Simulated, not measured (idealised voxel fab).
You're looking at the process module voxel transistor to metal.
Each square cell in cross-section cut measures 5 nm, and the section as a whole is 205 nm wide.
Cross-section layout: square cells on a grid; listed as bands, top to bottom; a band spans one or more cell rows.
Band: top height; bottom height; in nm. Then, left to right: material with width in nm, for each material. "edge to edge": a single material spanning edge to edge. "blank": empty space.
Convention: height 0 is the level below which the wafer, as received, is all one material. The lowest band does not terminate at the bottom but continues downward, represented as "top 0, no bottom".
Width spec "30..40" -> top row of cells at first value, bottom row at second value, equal per-row change in between.
"nothing got changed" (step): cross-section cells unchanged, all of them.
Basically, "Trapped void list" tells you about the enclosed voids: empty spaces with no open way to the top, 8 cells or bigger, each written width x height at distance, where distance is from the left edge, all in nm.
On a step's line, text after the settings is the simulator commenting on that step.
Among the settings permitted on a step's line is "overlay nm"; applied to a step with a mask, it specifies the extent to which the mask lay to the right of its planned position, whereas a negative figure signifies a position to the left.

Steps planned for the process
1: RECEIVE (material Si)
2: CONFORMAL_DEP (material SiO2; thk nm 5)
3: CONFORMAL_DEP (material SiN; thk nm 15)
4: MASKED_ETCH (tone cover; mask id ACTIVE; width nm 90; etch materials SiN; depth nm 15; overlay nm 0)
5: MASKED_ETCH (tone cover; mask id ACTIVE; width nm 90; etch materials SiO2; depth nm 5; overlay nm 0)
6: MASKED_ETCH (tone cover; mask id ACTIVE; width nm 90; etch materials Si; depth nm 35; overlay nm 0)
7: OXIDIZE (depth nm 5)
8: FILL_DEP (material SiO2; thk nm 5)
9: CMP (height nm 20)
10: SELECTIVE_ETCH (etch materials SiO2; depth nm 5)
11: STRIP (etch materials SiN)
12: SELECTIVE_ETCH (etch materials SiO2; depth nm 5)
13: OXIDIZE (depth nm 5)
14: DIRECTIONAL_DEP (material polySi; thk nm 20)
15: DIRECTIONAL_DEP (material SiCN; thk nm 10)
16: DIRECTIONAL_DEP (material aC; thk nm 10)
17: PATTERN (tone cover; mask id GATE; material resist; width nm 20; thk nm 30; overlay nm 0)
18: DIRECTIONAL_ETCH (etch materials aC; depth nm 10)
19: STRIP (etch materials resist)
20: DIRECTIONAL_ETCH (etch materials SiCN; depth nm 20)
21: DIRECTIONAL_ETCH (etch materials polySi; depth nm 30)
22: STRIP (etch materials aC)
23: CONFORMAL_DEP (material SiN; thk nm 10)
24: DIRECTIONAL_ETCH (etch materials SiN; depth nm 10)
25: DIRECTIONAL_ETCH (etch materials SiO2; depth nm 5)
26: DIRECTIONAL_ETCH (etch materials Si; depth nm 5)
27: EPI (material pSi; thk nm 10)
28: FILL_DEP (material SiO2; thk nm 5)
29: CMP (height nm 30)
30: DIRECTIONAL_DEP (material SiO2; thk nm 15)
31: MASKED_ETCH (tone open; mask id CONTACT; width nm 15; pitch nm 65; etch materials SiO2; depth nm 45; overlay nm 0)
32: CONFORMAL_DEP (material TiN; thk nm 5)
33: FILL_DEP (material W; thk nm 10)
34: CMP (height nm 45)
35: CONFORMAL_DEP (material SiCN; thk nm 5)
36: DIRECTIONAL_DEP (material lowk; thk nm 15)
37: MASKED_ETCH (tone open; mask id METAL_1; width nm 15; pitch nm 65; etch materials lowk; depth nm 15; overlay nm 0)
38: MASKED_ETCH (tone open; mask id METAL_1; width nm 15; pitch nm 65; etch materials SiCN; depth nm 5; overlay nm 0)
39: CONFORMAL_DEP (material TiN; thk nm 5)
40: FILL_DEP (material Ru; thk nm 10)
41: CMP (height nm 65)
42: CONFORMAL_DEP (material SiN; thk nm 5)

Cross-section, incoming material, after step 1
- top 0, no bottom | Si edge to edge
- Trapped void list: none

Post-module cross-section of the first of two wafers (run per plan)
- top 70, bottom 65 | SiN edge to edge
- top 65, bottom 50 | 60 nm lowk  5 nm TiN  5 nm Ru  5 nm TiN  50 nm lowk  5 nm TiN  5 nm Ru  5 nm TiN  65 nm lowk
- top 50, bottom 45 | 60 nm SiCN  15 nm TiN  50 nm SiCN  15 nm TiN  65 nm SiCN
- top 45, bottom 30 | 60 nm SiO2  5 nm TiN  5 nm W  5 nm TiN  50 nm SiO2  5 nm TiN  5 nm W  5 nm TiN  65 nm SiO2
- top 30, bottom 20 | 60 nm SiO2  5 nm TiN  5 nm W  5 nm TiN  5 nm SiO2  10 nm SiN  20 nm SiCN  10 nm SiN  5 nm SiO2  5 nm TiN  5 nm W  5 nm TiN  65 nm SiO2
- top 20, bottom 10 | 60 nm SiO2  5 nm TiN  5 nm W  5 nm TiN  5 nm SiO2  10 nm SiN  20 nm polySi  10 nm SiN  5 nm SiO2  5 nm TiN  5 nm W  5 nm TiN  65 nm SiO2
- top 10, bottom 5 | 50 nm SiO2  10 nm SiN  15 nm TiN  5 nm SiO2  10 nm SiN  20 nm polySi  10 nm SiN  5 nm SiO2  15 nm TiN  10 nm SiN  55 nm SiO2
- top 5, bottom 0 | 50 nm SiO2  10 nm SiN  10 nm TiN  10 nm pSi  10 nm SiN  20 nm polySi  10 nm SiN  10 nm pSi  10 nm TiN  10 nm SiN  55 nm SiO2
- top 0, bottom -5 | 60 nm SiO2  20 nm pSi  40 nm SiO2  20 nm pSi  65 nm SiO2
- top -5, bottom -10 | 60 nm SiO2  20 nm pSi  40 nm Si  20 nm pSi  65 nm SiO2
- top -10, bottom -40 | 60 nm SiO2  80 nm Si  65 nm SiO2
- top -40, no bottom | Si edge to edge
- Trapped void list: none

Cross-sectional image of the second wafer of the two following completion of the module. Starting state and process plan were the same as for the first wafer; one execution error occurred
- top 70, bottom 65 | SiN edge to edge
- top 65, bottom 50 | 60 nm lowk  5 nm TiN  5 nm Ru  5 nm TiN  50 nm lowk  5 nm TiN  5 nm Ru  5 nm TiN  65 nm lowk
- top 50, bottom 45 | 60 nm SiCN  15 nm TiN  50 nm SiCN  15 nm TiN  65 nm SiCN
- top 45, bottom 30 | 60 nm SiO2  5 nm TiN  5 nm W  5 nm TiN  50 nm SiO2  5 nm TiN  5 nm W  5 nm TiN  65 nm SiO2
- top 30, bottom 20 | 60 nm SiO2  5 nm TiN  5 nm W  5 nm TiN  5 nm SiO2  10 nm SiN  20 nm SiCN  10 nm SiN  5 nm SiO2  5 nm TiN  5 nm W  5 nm TiN  65 nm SiO2
- top 20, bottom 10 | 60 nm SiO2  5 nm TiN  5 nm W  5 nm TiN  5 nm SiO2  10 nm SiN  20 nm polySi  10 nm SiN  5 nm SiO2  5 nm TiN  5 nm W  5 nm TiN  65 nm SiO2
- top 10, bottom 5 | 50 nm SiO2  10 nm SiN  15 nm TiN  5 nm SiO2  10 nm SiN  20 nm polySi  10 nm SiN  5 nm SiO2  15 nm TiN  10 nm SiN  55 nm SiO2
- top 5, bottom 0 | 50 nm SiO2  10 nm SiN  10 nm TiN  10 nm pSi  10 nm SiN  20 nm polySi  10 nm SiN  10 nm pSi  10 nm TiN  10 nm SiN  55 nm SiO2
- top 0, bottom -5 | 50 nm SiO2  10 nm SiN  20 nm pSi  40 nm SiO2  20 nm pSi  10 nm SiN  55 nm SiO2
- top -5, bottom -10 | 65 nm SiO2  15 nm pSi  40 nm Si  15 nm pSi  70 nm SiO2
- top -10, bottom -40 | 60 nm SiO2  80 nm Si  65 nm SiO2
- top -40, no bottom | Si edge to edge
- Trapped void list: none
The mistake made against the process plan was this: step 2 of the plan was excluded from execution and never run
The second wafer ends with more or fewer cells of some materials than the first, per final count: 4 more of SiN; 2 fewer of SiO2; 2 fewer of pSi
